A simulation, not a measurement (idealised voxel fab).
Process module name: voxel double patterning
This is section cut - it's 220 nm across, gridded in 5 nm square cells.
Square cells in a grid make up a cross-section in this document, and the grid is given as bands, listed from the top down, each one or more rows of cells.
For a band, the entry starts with two heights in nm, that of the top and then that of the bottom, and carries on with the band's materials in order from left to right, each alongside its width in nm; the word "full width" beside a single material means it fills the band edge to edge, and "empty" means empty space.
Below 0: as-received wafer, all one material; heights counted from there. Lowest band: no bottom, goes on down, written "0 down".
It should be noted that a width expressed as "30..40" varies in equal increments from row to row of cells within the band, taking the value of the first number at the top row and that of the second number at the bottom row.
"nothing different" for a step: no cell of the cross-section changed in that step.
Entry "Closed-off voids". Content: empty spaces with no open connection to the top, size 8 cells or greater. Each: width x height at distance. Distance: from left edge. Unit: nm.
after a step's settings: what the simulator itself notes on the step
overlay nm: step with mask; distance mask lay right of planned place; negative value = left of planned place.
[plan]
1. RECEIVE,material Si
2. CONFORMAL_DEP,material SiO2,thk nm 10
3. DIRECTIONAL_DEP,material TiN,thk nm 20
4. DIRECTIONAL_DEP,material SiN,thk nm 10
5. PATTERN,tone open,mask id FIRST,material resist,width nm 15,pitch nm 50,thk nm 15,overlay nm 0
6. DIRECTIONAL_ETCH,etch materials SiN,depth nm 10
7. STRIP,etch materials resist
8. DIRECTIONAL_DEP,material aC,thk nm 15
9. PATTERN,tone open,mask id SECOND,material resist,width nm 15,thk nm 35,overlay nm 0
10. DIRECTIONAL_ETCH,etch materials aC,depth nm 15
11. STRIP,etch materials resist
12. DIRECTIONAL_ETCH,etch materials SiN,depth nm 10
13. STRIP,etch materials aC
14. DIRECTIONAL_ETCH,etch materials TiN,depth nm 20
15. STRIP,etch materials SiN
[As received (post step 1): cross-section]
> 0 down: Si full width
> Closed-off voids: none
[Cross-section taken at module completion on the first of two wafers; processed per the plan]
> 30 to 10: 75 TiN; 15 empty; 10 TiN; 15 empty; 10 TiN; 15 empty; 80 TiN
> 10 to 0: SiO2 full width
> 0 down: Si full width
> Closed-off voids: none
[Cross-sectional view: second of two wafers, end of module; start and plan identical to the first, one mistake in running]
> 20 to 0: 75 TiN; 15 empty; 10 TiN; 15 empty; 10 TiN; 15 empty; 80 TiN
> 0 down: Si full width
> Closed-off voids: none
What broke from the plan during processing? the plan's step 2 went unexecuted, having been skipped
In the final state, the cell counts of the second wafer exceed or fall short of those of the first for the following materials: SiO2: 88 fewer
